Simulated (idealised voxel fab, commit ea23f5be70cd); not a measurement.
The following process module bears the name voxel lift off.
Cross-section cut: width 155 nm, square cells of 5 nm.
When this document writes out a cross-section, it uses a grid of square cells and lists it as bands, beginning at the top and moving down, with a band standing for one or more rows of cells.
For a band, the entry starts with two heights in nm, that of the top and then that of the bottom, and carries on with the band's materials in order from left to right, each alongside its width in nm; the word "edge to edge" beside a single material means it fills the band edge to edge, and "blank" means empty space.
Where do heights start? At 0: under that level the wafer as delivered is made of one material only. And the lowest band has no floor; it just carries on downward, as in "top 0, no bottom".
Note: "30 to 40" means the width goes from the first number (top row of the band) to the second number (bottom row) in equal steps per row of cells.
It should be understood that the words "nothing got changed", when stated for a given step, signify that the cross-section underwent no change in any of its cells during that step.
You'll see "Fully closed voids" listing empty spaces that have no way open to the top, as long as they're 8 cells or more; the notation is width x height at distance, where the distance is from the left edge, and all of it is in nm.
On a step's line, text after the settings is the simulator commenting on that step.
A step line may carry the setting "overlay nm", which, for steps involving a mask, states the distance by which the mask lay to the right of its intended position; negative values denote displacement to the left.

## Steps planned for the process
1: op RECEIVE | material Si
2: op CONFORMAL_DEP | material SiN | thk nm 10
3: op PATTERN | tone open | mask id LINES | material resist | width nm 15 | pitch nm 40 | thk nm 25 | overlay nm 0
4: op DIRECTIONAL_DEP | material Ru | thk nm 15
5: op STRIP | etch materials resist
6: op CONFORMAL_DEP | material SiO2 | thk nm 5

## Cross-sectional view of the wafer in its as-received condition, corresponding to the state after step 1
top 0, no bottom = Si edge to edge
Fully closed voids: none

## This is how the wafer looks in cross-section once the module is done, given the starting state and plan above and one mistake in carrying the plan out
top 30, bottom 25 = SiO2 35 nm; blank 5 nm; SiO2 35 nm; blank 5 nm; SiO2 35 nm; blank 5 nm; SiO2 35 nm
top 25, bottom 15 = Ru 30 nm; SiO2 5 nm; blank 5 nm; SiO2 5 nm; Ru 25 nm; SiO2 5 nm; blank 5 nm; SiO2 5 nm; Ru 25 nm; SiO2 5 nm; blank 5 nm; SiO2 5 nm; Ru 30 nm
top 15, bottom 10 = Ru 30 nm; SiO2 15 nm; Ru 25 nm; SiO2 15 nm; Ru 25 nm; SiO2 15 nm; Ru 30 nm
top 10, bottom 0 = SiN edge to edge
top 0, no bottom = Si edge to edge
Fully closed voids: none
Nonconformance to the process plan: step 3 was not run as planned; what actually ran was op PATTERN | tone cover | mask id LINES | material resist | width nm 15 | pitch nm 40 | thk nm 25 | overlay nm 0
